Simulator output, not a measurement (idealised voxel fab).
process module | voxel self aligned vias
Xsec cut, 300 nm wide, square cell size 5 nm.
In what follows, cross-sections appear as grids of square cells, described through bands that run from the top down, where every band is one or more rows of cells.
Read a band's entry like this: the first values are the height of its top and the height of its bottom in nm, and what follows is the sequence of materials from left to right, each with its width in nm. Note that "blank" is empty space, and that a single material marked "all across" reaches across the band from edge to edge.
Below 0: as-received wafer, all one material; heights counted from there. Lowest band: no bottom, goes on down, written "z 0 and below".
Graded width ("30 to 40"): value in top row of band = first number; value in bottom row = second number; row-to-row change constant.
For the purposes of this document, the phrase "nothing was modified" attached to a step denotes that no cell within the cross-section was modified by that step.
You'll see "Fully sealed cavities" listing empty spaces that have no way open to the top, as long as they're 8 cells or more; the notation is width x height at distance, where the distance is from the left edge, and all of it is in nm.
Anything after a step's settings on that line? It's the simulator's own note about the step.
On any step carrying a mask, the "overlay nm" setting, if present on the step's line, tells how far right of its planned place the mask lay; negative values point to the left.

**Listed below are the process steps as planned**
1: RECEIVE (material Si)
2: CONFORMAL_DEP (material SiO2; thk nm 10)
3: CONFORMAL_DEP (material SiCN; thk nm 5)
4: DIRECTIONAL_DEP (material SiO2; thk nm 30)
5: DIRECTIONAL_DEP (material aC; thk nm 15)
6: PATTERN (tone open; mask id LINES; material resist; width nm 20; pitch nm 55; thk nm 30; overlay nm 0)
7: DIRECTIONAL_ETCH (etch materials aC; depth nm 15)
8: STRIP (etch materials resist)
9: DIRECTIONAL_ETCH (etch materials SiO2; depth nm 30)
10: STRIP (etch materials aC)
11: CONFORMAL_DEP (material TiN; thk nm 5)
12: FILL_DEP (material Ru; thk nm 10)
13: CMP (height nm 45)
14: SELECTIVE_ETCH (etch materials W Ru TiN; depth nm 5)
15: FILL_DEP (material SiN; thk nm 5)
16: CMP (height nm 45)
17: DIRECTIONAL_DEP (material SiO2; thk nm 15)
18: MASKED_ETCH (tone open; mask id VIAS; width nm 30; pitch nm 55; etch materials SiO2; depth nm 15; overlay nm 0)
19: MASKED_ETCH (tone open; mask id VIAS; width nm 30; pitch nm 55; etch materials SiN; depth nm 5; overlay nm 0)
20: CONFORMAL_DEP (material TiN; thk nm 5)
21: FILL_DEP (material Cu; thk nm 5)
22: CMP (height nm 60)
23: CONFORMAL_DEP (material SiCN; thk nm 5)

**Shown in cross-section is the wafer as received, that is, as it stands after step 1**
- z 0 and below  Si all across
- Fully sealed cavities: none

**The first of the two wafers as seen in cross-section once the module was finished; processing followed the plan**
- z 65 to 60  SiCN all across
- z 60 to 50  SiO2=80  TiN=5  Cu=20  TiN=5  SiO2=25  TiN=5  Cu=20  TiN=5  SiO2=25  TiN=5  Cu=20  TiN=5  SiO2=80
- z 50 to 45  SiO2=80  TiN=10  Cu=10  TiN=10  SiO2=25  TiN=10  Cu=10  TiN=10  SiO2=25  TiN=10  Cu=10  TiN=10  SiO2=80
- z 45 to 40  SiO2=85  TiN=20  SiO2=35  TiN=20  SiO2=35  TiN=20  SiO2=85
- z 40 to 20  SiO2=85  TiN=5  Ru=10  TiN=5  SiO2=35  TiN=5  Ru=10  TiN=5  SiO2=35  TiN=5  Ru=10  TiN=5  SiO2=85
- z 20 to 15  SiO2=85  TiN=20  SiO2=35  TiN=20  SiO2=35  TiN=20  SiO2=85
- z 15 to 10  SiCN all across
- z 10 to 0  SiO2 all across
- z 0 and below  Si all across
- Fully sealed cavities: none

**Wafer two cross-section, module end. Start and plan unchanged from wafer one; one mistake made during the run**
- z 65 to 60  SiCN all across
- z 60 to 50  SiO2=80  TiN=5  Cu=20  TiN=5  SiO2=25  TiN=5  Cu=20  TiN=5  SiO2=25  TiN=5  Cu=20  TiN=5  SiO2=80
- z 50 to 45  SiO2=80  TiN=30  SiO2=25  TiN=30  SiO2=25  TiN=30  SiO2=80
- z 45 to 40  SiN=80  TiN=5  SiO2=20  TiN=5  SiN=25  TiN=5  SiO2=20  TiN=5  SiN=25  TiN=5  SiO2=20  TiN=5  SiN=80
- z 40 to 20  Ru=80  TiN=5  SiO2=20  TiN=5  Ru=25  TiN=5  SiO2=20  TiN=5  Ru=25  TiN=5  SiO2=20  TiN=5  Ru=80
- z 20 to 15  TiN=85  SiO2=20  TiN=35  SiO2=20  TiN=35  SiO2=20  TiN=85
- z 15 to 10  SiCN all across
- z 10 to 0  SiO2 all across
- z 0 and below  Si all across
- Fully sealed cavities: none
Against the plan, the run slipped here: step 6 was processed under conditions differing from the plan, specifically as PATTERN (tone cover; mask id LINES; material resist; width nm 20; pitch nm 55; thk nm 30; overlay nm 0)
Cell-count delta at end, second wafer over first, by material: Cu: 6 fewer, Ru: 144 more, SiN: 42 more, SiO2: 216 fewer, TiN: 36 more
